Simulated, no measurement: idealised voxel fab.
Herein follows the process module entitled voxel capacitor over wiring.
cross-section cut | 190 nm wide | cells 5 nm
Think of the cross-section as a grid of square cells. We describe it in bands, top to bottom, and each band covers one or more rows of those cells. Read a band's entry like this: the first values are the height of its top and the height of its bottom in nm, and what follows is the sequence of materials from left to right, each with its width in nm. Note that "air" is empty space, and that a single material marked "full width" reaches across the band from edge to edge. Heights are reckoned from 0. Under this level, the received wafer is all of one material. The bottommost band is open-ended downward, for example "0..down". Per-row width for "30->40": begins at first number (top row of band), ends at second number (bottom row), increment between rows held constant. Step note "no modifications" = no cross-section cell changed. Voids not open to the top, 8 cells minimum: see "Closed internal cavities". Written width x height at distance; distance is from the left edge; nm. Step line, after settings: the simulator's comment on this step. overlay nm: on a step with a mask, how far right of its planned place the mask lay; negative means left.

## Process steps - plan
1. RECEIVE | material Si
2. CONFORMAL_DEP | material SiO2 | thk nm 10
3. CONFORMAL_DEP | material SiN | thk nm 5
4. DIRECTIONAL_DEP | material SiO2 | thk nm 15
5. MASKED_ETCH | tone open | mask id METAL_1 | width nm 30 | pitch nm 80 | etch materials SiO2 | depth nm 15 | overlay nm 0
6. MASKED_ETCH | tone open | mask id METAL_1 | width nm 30 | pitch nm 80 | etch materials SiN | depth nm 5 | overlay nm 0
7. CONFORMAL_DEP | material TiN | thk nm 5
8. FILL_DEP | material Ru | thk nm 10
9. CMP | height nm 30
10. EPI | material Ru | thk nm 5
11. FILL_DEP | material SiCN | thk nm 5
12. DIRECTIONAL_DEP | material SiO2 | thk nm 10
13. PATTERN | tone open | mask id PLUG_1 | material resist | width nm 15 | thk nm 15 | overlay nm 0
14. DIRECTIONAL_ETCH | etch materials SiO2 | depth nm 10
15. DIRECTIONAL_ETCH | etch materials SiCN | depth nm 5
16. STRIP | etch materials resist
17. CONFORMAL_DEP | material TiN | thk nm 5
18. FILL_DEP | material Cu | thk nm 10
19. CMP | height nm 50
20. DIRECTIONAL_DEP | material TiN | thk nm 5
21. DIRECTIONAL_DEP | material HfO2 | thk nm 5
22. DIRECTIONAL_DEP | material TiN | thk nm 5
23. DIRECTIONAL_DEP | material aC | thk nm 10
24. PATTERN | tone cover | mask id UPPER_PLATE | material resist | width nm 55 | thk nm 25 | overlay nm 0
25. DIRECTIONAL_ETCH | etch materials aC | depth nm 10
26. STRIP | etch materials resist
27. DIRECTIONAL_ETCH | etch materials TiN | depth nm 5
28. DIRECTIONAL_ETCH | etch materials HfO2 | depth nm 5
29. STRIP | etch materials aC
30. PATTERN | tone cover | mask id LOWER_PLATE | material resist | width nm 65 | thk nm 15 | overlay nm 0
31. DIRECTIONAL_ETCH | etch materials TiN | depth nm 5
32. STRIP | etch materials resist
33. FILL_DEP | material SiO2 | thk nm 20
34. CMP | height nm 80
35. MASKED_ETCH | tone open | mask id PLUG_2 | width nm 15 | etch materials SiO2 | depth nm 15 | overlay nm 0
36. CONFORMAL_DEP | material TiN | thk nm 5
37. FILL_DEP | material W | thk nm 5
38. CMP | height nm 80
39. CONFORMAL_DEP | material SiN | thk nm 5

## Run as planned: first of two wafers

## So this is the incoming wafer in cross-section - it's already been through step 1
* 0..down = Si full width
* Closed internal cavities: none

## How the wafer stands in section after step 2
* 10..0 = SiO2 full width
* Anything lower than 0 is untouched.

## How the wafer stands in section after step 3
* 15..10 = SiN full width
* Anything lower than 10 is untouched.

## How the wafer stands in section after step 4
* 30..15 = SiO2 full width
* Anything lower than 15 is untouched.

## How the wafer stands in section after step 5
* 30..15 = SiO2 (40) / air (30) / SiO2 (50) / air (30) / SiO2 (40)
* Anything lower than 15 is untouched.

## How the wafer stands in section after step 6
* 30..15 = SiO2 (40) / air (30) / SiO2 (50) / air (30) / SiO2 (40)
* 15..10 = SiN (40) / air (30) / SiN (50) / air (30) / SiN (40)
* Anything lower than 10 is untouched.

## How the wafer stands in section after step 7
* 35..30 = TiN (45) / air (20) / TiN (60) / air (20) / TiN (45)
* 30..15 = SiO2 (40) / TiN (5) / air (20) / TiN (5) / SiO2 (50) / TiN (5) / air (20) / TiN (5) / SiO2 (40)
* 15..10 = SiN (40) / TiN (30) / SiN (50) / TiN (30) / SiN (40)
* Anything lower than 10 is untouched.

## How the wafer stands in section after step 8
* 45..35 = Ru full width
* 35..30 = TiN (45) / Ru (20) / TiN (60) / Ru (20) / TiN (45)
* 30..15 = SiO2 (40) / TiN (5) / Ru (20) / TiN (5) / SiO2 (50) / TiN (5) / Ru (20) / TiN (5) / SiO2 (40)
* Anything lower than 15 is untouched.

## How the wafer stands in section after step 9
* 30..15 = SiO2 (40) / TiN (5) / Ru (20) / TiN (5) / SiO2 (50) / TiN (5) / Ru (20) / TiN (5) / SiO2 (40)
* Anything lower than 15 is untouched.

## How the wafer stands in section after step 10
* 35..30 = air (35) / Ru (40) / air (40) / Ru (40) / air (35)
* Anything lower than 30 is untouched.

## How the wafer stands in section after step 11
* 40..35 = SiCN full width
* 35..30 = SiCN (35) / Ru (40) / SiCN (40) / Ru (40) / SiCN (35)
* Anything lower than 30 is untouched.

## How the wafer stands in section after step 12
* 50..40 = SiO2 full width
* Anything lower than 40 is untouched.

## How the wafer stands in section after step 13
* 65..50 = resist (55) / air (15) / resist (120)
* Anything lower than 50 is untouched.

## How the wafer stands in section after step 14
* 65..50 = resist (55) / air (15) / resist (120)
* 50..40 = SiO2 (55) / air (15) / SiO2 (120)
* Anything lower than 40 is untouched.

## How the wafer stands in section after step 15
* 65..50 = resist (55) / air (15) / resist (120)
* 50..40 = SiO2 (55) / air (15) / SiO2 (120)
* 40..35 = SiCN (55) / air (15) / SiCN (120)
* Anything lower than 35 is untouched.

## How the wafer stands in section after step 16
* 50..40 = SiO2 (55) / air (15) / SiO2 (120)
* Anything lower than 40 is untouched.

## How the wafer stands in section after step 17
* 55..50 = TiN (60) / air (5) / TiN (125)
* 50..40 = SiO2 (55) / TiN (5) / air (5) / TiN (5) / SiO2 (120)
* 40..35 = SiCN (55) / TiN (15) / SiCN (120)
* Anything lower than 35 is untouched.

## How the wafer stands in section after step 18
* 65..55 = Cu full width
* 55..50 = TiN (60) / Cu (5) / TiN (125)
* 50..40 = SiO2 (55) / TiN (5) / Cu (5) / TiN (5) / SiO2 (120)
* Anything lower than 40 is untouched.

## How the wafer stands in section after step 19
* 50..40 = SiO2 (55) / TiN (5) / Cu (5) / TiN (5) / SiO2 (120)
* Anything lower than 40 is untouched.

## How the wafer stands in section after step 20
* 55..50 = TiN full width
* Anything lower than 50 is untouched.

## How the wafer stands in section after step 21
* 60..55 = HfO2 full width
* Anything lower than 55 is untouched.

## How the wafer stands in section after step 22
* 65..60 = TiN full width
* Anything lower than 60 is untouched.

## How the wafer stands in section after step 23
* 75..65 = aC full width
* Anything lower than 65 is untouched.

## How the wafer stands in section after step 24
* 100..75 = air (55) / resist (55) / air (80)
* Anything lower than 75 is untouched.

## How the wafer stands in section after step 25
* 90..75 = air (55) / resist (55) / air (80)
* 75..65 = air (55) / aC (55) / air (80)
* Anything lower than 65 is untouched.

## How the wafer stands in section after step 26
* 75..65 = air (55) / aC (55) / air (80)
* Anything lower than 65 is untouched.

## How the wafer stands in section after step 27
* 75..65 = air (55) / aC (55) / air (80)
* 65..60 = air (55) / TiN (55) / air (80)
* Anything lower than 60 is untouched.

## How the wafer stands in section after step 28
* 75..65 = air (55) / aC (55) / air (80)
* 65..60 = air (55) / TiN (55) / air (80)
* 60..55 = air (55) / HfO2 (55) / air (80)
* Anything lower than 55 is untouched.

## How the wafer stands in section after step 29
* 65..60 = air (55) / TiN (55) / air (80)
* Anything lower than 60 is untouched.

## How the wafer stands in section after step 30
* 80..65 = air (50) / resist (65) / air (75)
* 65..60 = air (50) / resist (5) / TiN (55) / resist (5) / air (75)
* 60..55 = air (50) / resist (5) / HfO2 (55) / resist (5) / air (75)
* Anything lower than 55 is untouched.

## How the wafer stands in section after step 31
* 80..65 = air (50) / resist (65) / air (75)
* 65..60 = air (50) / resist (5) / TiN (55) / resist (5) / air (75)
* 60..55 = air (50) / resist (5) / HfO2 (55) / resist (5) / air (75)
* 55..50 = air (50) / TiN (65) / air (75)
* Anything lower than 50 is untouched.

## How the wafer stands in section after step 32
* 65..60 = air (55) / TiN (55) / air (80)
* 60..55 = air (55) / HfO2 (55) / air (80)
* Anything lower than 55 is untouched.

## How the wafer stands in section after step 33
* 85..65 = SiO2 full width
* 65..60 = SiO2 (55) / TiN (55) / SiO2 (80)
* 60..55 = SiO2 (55) / HfO2 (55) / SiO2 (80)
* 55..50 = SiO2 (50) / TiN (65) / SiO2 (75)
* Anything lower than 50 is untouched.

## How the wafer stands in section after step 34
* 80..65 = SiO2 full width
* Anything lower than 65 is untouched.

## How the wafer stands in section after step 35
* 80..65 = SiO2 (65) / air (15) / SiO2 (110)
* Anything lower than 65 is untouched.

## How the wafer stands in section after step 36
* 85..80 = TiN (70) / air (5) / TiN (115)
* 80..70 = SiO2 (65) / TiN (5) / air (5) / TiN (5) / SiO2 (110)
* 70..60 = SiO2 (65->55) / TiN (15->55) / SiO2 (110->80)
* Anything lower than 60 is untouched.

## How the wafer stands in section after step 37
* 90..85 = W full width
* 85..80 = TiN (70) / W (5) / TiN (115)
* 80..70 = SiO2 (65) / TiN (5) / W (5) / TiN (5) / SiO2 (110)
* Anything lower than 70 is untouched.

## How the wafer stands in section after step 38
* 80..70 = SiO2 (65) / TiN (5) / W (5) / TiN (5) / SiO2 (110)
* Anything lower than 70 is untouched.

## How the wafer stands in section after step 39
* 85..80 = SiN full width
* Anything lower than 80 is untouched.

## Second wafer. Start and plan as for the first. One mistake made in running. Agrees with the first up to and including step 8

## Second wafer at the planned finish of step 9, seen in cross-section
* 25..15 = SiO2 (40) / TiN (5) / Ru (20) / TiN (5) / SiO2 (50) / TiN (5) / Ru (20) / TiN (5) / SiO2 (40)
* Anything lower than 15 is untouched.

## Second wafer at the planned finish of step 10, seen in cross-section
* 30..25 = air (35) / Ru (40) / air (40) / Ru (40) / air (35)
* Anything lower than 25 is untouched.

## Second wafer at the planned finish of step 11, seen in cross-section
* 35..30 = SiCN full width
* 30..25 = SiCN (35) / Ru (40) / SiCN (40) / Ru (40) / SiCN (35)
* Anything lower than 25 is untouched.

## Second wafer at the planned finish of step 12, seen in cross-section
* 45..35 = SiO2 full width
* Anything lower than 35 is untouched.

## Second wafer at the planned finish of step 13, seen in cross-section
* 60..45 = resist (55) / air (15) / resist (120)
* Anything lower than 45 is untouched.

## Second wafer at the planned finish of step 14, seen in cross-section
* 60..45 = resist (55) / air (15) / resist (120)
* 45..35 = SiO2 (55) / air (15) / SiO2 (120)
* Anything lower than 35 is untouched.

## Second wafer at the planned finish of step 15, seen in cross-section
* 60..45 = resist (55) / air (15) / resist (120)
* 45..35 = SiO2 (55) / air (15) / SiO2 (120)
* 35..30 = SiCN (55) / air (15) / SiCN (120)
* Anything lower than 30 is untouched.

## Second wafer at the planned finish of step 16, seen in cross-section
* 45..35 = SiO2 (55) / air (15) / SiO2 (120)
* Anything lower than 35 is untouched.

## Second wafer at the planned finish of step 17, seen in cross-section
* 50..45 = TiN (60) / air (5) / TiN (125)
* 45..35 = SiO2 (55) / TiN (5) / air (5) / TiN (5) / SiO2 (120)
* 35..30 = SiCN (55) / TiN (15) / SiCN (120)
* Anything lower than 30 is untouched.

## Second wafer at the planned finish of step 18, seen in cross-section
* 60..50 = Cu full width
* 50..45 = TiN (60) / Cu (5) / TiN (125)
* 45..35 = SiO2 (55) / TiN (5) / Cu (5) / TiN (5) / SiO2 (120)
* Anything lower than 35 is untouched.

## Second wafer at the planned finish of step 19, seen in cross-section
* 50..45 = TiN (60) / Cu (5) / TiN (125)
* Anything lower than 45 is untouched.

## Second wafer at the planned finish of step 20, seen in cross-section
* 55..50 = TiN full width
* Anything lower than 50 is untouched.

## Second wafer at the planned finish of step 21, seen in cross-section
* 60..55 = HfO2 full width
* Anything lower than 55 is untouched.

## Second wafer at the planned finish of step 22, seen in cross-section
* 65..60 = TiN full width
* Anything lower than 60 is untouched.

## Second wafer at the planned finish of step 23, seen in cross-section
* 75..65 = aC full width
* Anything lower than 65 is untouched.

## Second wafer at the planned finish of step 24, seen in cross-section
* 100..75 = air (55) / resist (55) / air (80)
* Anything lower than 75 is untouched.

## Second wafer at the planned finish of step 25, seen in cross-section
* 90..75 = air (55) / resist (55) / air (80)
* 75..65 = air (55) / aC (55) / air (80)
* Anything lower than 65 is untouched.

## Second wafer at the planned finish of step 26, seen in cross-section
* 75..65 = air (55) / aC (55) / air (80)
* Anything lower than 65 is untouched.

## Second wafer at the planned finish of step 27, seen in cross-section
* 75..65 = air (55) / aC (55) / air (80)
* 65..60 = air (55) / TiN (55) / air (80)
* Anything lower than 60 is untouched.

## Second wafer at the planned finish of step 28, seen in cross-section
* 75..65 = air (55) / aC (55) / air (80)
* 65..60 = air (55) / TiN (55) / air (80)
* 60..55 = air (55) / HfO2 (55) / air (80)
* Anything lower than 55 is untouched.

## Second wafer at the planned finish of step 29, seen in cross-section
* 65..60 = air (55) / TiN (55) / air (80)
* Anything lower than 60 is untouched.

## Second wafer at the planned finish of step 30, seen in cross-section
* 80..65 = air (50) / resist (65) / air (75)
* 65..60 = air (50) / resist (5) / TiN (55) / resist (5) / air (75)
* 60..55 = air (50) / resist (5) / HfO2 (55) / resist (5) / air (75)
* Anything lower than 55 is untouched.

## Second wafer at the planned finish of step 31, seen in cross-section
* 80..65 = air (50) / resist (65) / air (75)
* 65..60 = air (50) / resist (5) / TiN (55) / resist (5) / air (75)
* 60..55 = air (50) / resist (5) / HfO2 (55) / resist (5) / air (75)
* 55..50 = air (50) / TiN (65) / air (75)
* Anything lower than 50 is untouched.

## Second wafer at the planned finish of step 32, seen in cross-section
* 65..60 = air (55) / TiN (55) / air (80)
* 60..55 = air (55) / HfO2 (55) / air (80)
* Anything lower than 55 is untouched.

## Second wafer at the planned finish of step 33, seen in cross-section
* 85..65 = SiO2 full width
* 65..60 = SiO2 (55) / TiN (55) / SiO2 (80)
* 60..55 = SiO2 (55) / HfO2 (55) / SiO2 (80)
* 55..50 = SiO2 (50) / TiN (65) / SiO2 (75)
* Anything lower than 50 is untouched.

## Second wafer at the planned finish of step 34, seen in cross-section
* 80..65 = SiO2 full width
* Anything lower than 65 is untouched.

## Second wafer at the planned finish of step 35, seen in cross-section
* 80..65 = SiO2 (65) / air (15) / SiO2 (110)
* Anything lower than 65 is untouched.

## Second wafer at the planned finish of step 36, seen in cross-section
* 85..80 = TiN (70) / air (5) / TiN (115)
* 80..70 = SiO2 (65) / TiN (5) / air (5) / TiN (5) / SiO2 (110)
* 70..60 = SiO2 (65->55) / TiN (15->55) / SiO2 (110->80)
* Anything lower than 60 is untouched.

## Second wafer at the planned finish of step 37, seen in cross-section
* 90..85 = W full width
* 85..80 = TiN (70) / W (5) / TiN (115)
* 80..70 = SiO2 (65) / TiN (5) / W (5) / TiN (5) / SiO2 (110)
* Anything lower than 70 is untouched.

## Second wafer at the planned finish of step 38, seen in cross-section
* 80..70 = SiO2 (65) / TiN (5) / W (5) / TiN (5) / SiO2 (110)
* Anything lower than 70 is untouched.

## Second wafer at the planned finish of step 39, seen in cross-section
* 85..80 = SiN full width
* Anything lower than 80 is untouched.
Here's what went sideways: the process deviated at step 9: the operation and settings actually run there were CMP | height nm 25
Once processing is complete, comparing cell counts shows that the second wafer has more or fewer of certain materials than the first: Cu: 1 more, Ru: 8 fewer, SiO2: 26 fewer, TiN: 33 more
